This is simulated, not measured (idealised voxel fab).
Process module under the name voxel capacitor over wiring
For reference, the cross-section in this document is cut, with width 250 nm and square cells of 5 nm.
When this document writes out a cross-section, it uses a grid of square cells and lists it as bands, beginning at the top and moving down, with a band standing for one or more rows of cells.
Band entry format. Leading values: height of top, height of bottom, nm. Remainder: materials in left-to-right order, each with its width in nm. Special words: "everywhere" on a single material, which then fills the band edge to edge; "empty", empty space.
Below 0: as-received wafer, all one material; heights counted from there. Lowest band: no bottom, goes on down, written "0 nm and below".
A width given as "30..40" starts at the first number in the band's top row and ends at the second number in its bottom row, shifting by an equal amount at every step from row to row.
It should be understood that the words "nothing was modified", when stated for a given step, signify that the cross-section underwent no change in any of its cells during that step.
"Closed cavity list" enumerates empty spaces isolated from the top, with no open way to it, that contain at least 8 cells, giving each as width x height at distance from the left edge, all three in nm.
What comes after the settings on a step's line is commentary from the simulator itself on that step.
overlay nm: for a step with a mask, the amount by which the mask lay right of where it was planned; a negative amount means left of it.
### List of planned process steps
| 1 | RECEIVE [material Si] |
| 2 | CONFORMAL_DEP [material SiO2] [thk nm 10] |
| 3 | CONFORMAL_DEP [material SiCN] [thk nm 5] |
| 4 | DIRECTIONAL_DEP [material lowk] [thk nm 20] |
| 5 | PATTERN [tone open] [mask id METAL_1] [material resist] [width nm 30] [pitch nm 100] [thk nm 15] [overlay nm 0] |
| 6 | DIRECTIONAL_ETCH [etch materials lowk] [depth nm 20] |
| 7 | DIRECTIONAL_ETCH [etch materials SiCN] [depth nm 5] |
| 8 | STRIP [etch materials resist] |
| 9 | CONFORMAL_DEP [material TiN] [thk nm 5] |
| 10 | FILL_DEP [material W] [thk nm 5] |
| 11 | CMP [height nm 35] |
| 12 | CONFORMAL_DEP [material SiCN] [thk nm 5] |
| 13 | DIRECTIONAL_DEP [material lowk] [thk nm 10] |
| 14 | PATTERN [tone open] [mask id PLUG_1] [material resist] [width nm 15] [thk nm 20] [overlay nm 0] |
| 15 | DIRECTIONAL_ETCH [etch materials lowk] [depth nm 10] |
| 16 | DIRECTIONAL_ETCH [etch materials SiCN] [depth nm 5] |
| 17 | STRIP [etch materials resist] |
| 18 | EPI [material Ru] [thk nm 10] |
| 19 | EPI [material Ru] [thk nm 5] |
| 20 | DIRECTIONAL_DEP [material TiN] [thk nm 5] |
| 21 | DIRECTIONAL_DEP [material HfO2] [thk nm 5] |
| 22 | DIRECTIONAL_DEP [material TiN] [thk nm 5] |
| 23 | DIRECTIONAL_DEP [material aC] [thk nm 10] |
| 24 | PATTERN [tone cover] [mask id UPPER_PLATE] [material resist] [width nm 75] [thk nm 30] [overlay nm 0] |
| 25 | DIRECTIONAL_ETCH [etch materials aC] [depth nm 10] |
| 26 | STRIP [etch materials resist] |
| 27 | DIRECTIONAL_ETCH [etch materials TiN] [depth nm 10] |
| 28 | DIRECTIONAL_ETCH [etch materials HfO2] [depth nm 5] |
| 29 | STRIP [etch materials aC] |
| 30 | DIRECTIONAL_DEP [material aC] [thk nm 15] |
| 31 | PATTERN [tone cover] [mask id LOWER_PLATE] [material resist] [width nm 85] [thk nm 30] [overlay nm 0] |
| 32 | DIRECTIONAL_ETCH [etch materials aC] [depth nm 15] |
| 33 | STRIP [etch materials resist] |
| 34 | DIRECTIONAL_ETCH [etch materials TiN] [depth nm 5] |
| 35 | STRIP [etch materials aC] |
| 36 | FILL_DEP [material SiO2] [thk nm 15] |
| 37 | CMP [height nm 80] |
| 38 | DIRECTIONAL_DEP [material aC] [thk nm 10] |
| 39 | PATTERN [tone open] [mask id PLUG_2] [material resist] [width nm 15] [thk nm 25] [overlay nm 0] |
| 40 | DIRECTIONAL_ETCH [etch materials aC] [depth nm 10] |
| 41 | STRIP [etch materials resist] |
| 42 | DIRECTIONAL_ETCH [etch materials SiO2] [depth nm 10] |
| 43 | STRIP [etch materials aC] |
| 44 | CONFORMAL_DEP [material TiN] [thk nm 5] |
| 45 | FILL_DEP [material W] [thk nm 5] |
| 46 | CMP [height nm 80] |
| 47 | CONFORMAL_DEP [material SiCN] [thk nm 5] |
Variable across wafers: step 22 thk nm (plan value is that of the first wafer; starting state common to all).
### First wafer of several, as received: cross-section after step 1
* 0 nm and below: Si everywhere
* Closed cavity list: none
### The figure below presents a cross-section of the first of several wafers at the conclusion of the module, following its last step, step 47
* 85 nm to 80 nm: SiCN everywhere
* 80 nm to 75 nm: SiO2=85, then TiN=5, then W=5, then TiN=5, then SiO2=150
* 75 nm to 70 nm: SiO2=85, then TiN=15, then SiO2=150
* 70 nm to 65 nm: SiO2 everywhere
* 65 nm to 60 nm: SiO2=75, then TiN=75, then SiO2=100
* 60 nm to 55 nm: SiO2=75, then HfO2=75, then SiO2=100
* 55 nm to 50 nm: SiO2=70, then TiN=85, then SiO2=95
* 50 nm to 40 nm: lowk=75, then Ru=15, then lowk=160
* 40 nm to 35 nm: SiCN=75, then Ru=15, then SiCN=160
* 35 nm to 15 nm: lowk=60, then TiN=5, then W=20, then TiN=5, then lowk=70, then TiN=5, then W=20, then TiN=5, then lowk=60
* 15 nm to 10 nm: SiCN=60, then TiN=30, then SiCN=70, then TiN=30, then SiCN=60
* 10 nm to 0 nm: SiO2 everywhere
* 0 nm and below: Si everywhere
* Closed cavity list: none
### Here's the last wafer cross-sectioned at the end of the module
* 85 nm to 80 nm: SiCN everywhere
* 80 nm to 70 nm: SiO2=75..70, then TiN=75..85, then SiO2=100..95
* 70 nm to 60 nm: TiN everywhere
* 60 nm to 55 nm: HfO2 everywhere
* 55 nm to 50 nm: TiN everywhere
* 50 nm to 40 nm: lowk=75, then Ru=15, then lowk=160
* 40 nm to 35 nm: SiCN=75, then Ru=15, then SiCN=160
* 35 nm to 15 nm: lowk=60, then TiN=5, then W=20, then TiN=5, then lowk=70, then TiN=5, then W=20, then TiN=5, then lowk=60
* 15 nm to 10 nm: SiCN=60, then TiN=30, then SiCN=70, then TiN=30, then SiCN=60
* 10 nm to 0 nm: SiO2 everywhere
* 0 nm and below: Si everywhere
* Closed cavity list: none
### Below is a per-wafer table. In it, each row describes the wafer at the end of the module by giving, for each material, the number of cells gained (+) or lost (-) since the wafer was received, and after that the closed voids of the wafer
thk nm 5 | +15 HfO2 | +9 Ru | +135 SiCN | +347 SiO2 | +65 TiN | +33 W | +246 lowk | Closed cavity list: none
thk nm 10 | +15 HfO2 | +9 Ru | +135 SiCN | +332 SiO2 | +80 TiN | +33 W | +246 lowk | Closed cavity list: none
thk nm 15 | +50 HfO2 | +9 Ru | +135 SiCN | +250 SiO2 | +128 TiN | +32 W | +246 lowk | Closed cavity list: none
thk nm 20 | +50 HfO2 | +9 Ru | +135 SiCN | +203 SiO2 | +175 TiN | +32 W | +246 lowk | Closed cavity list: none
thk nm 25 | +50 HfO2 | +9 Ru | +135 SiCN | +168 SiO2 | +210 TiN | +32 W | +246 lowk | Closed cavity list: none
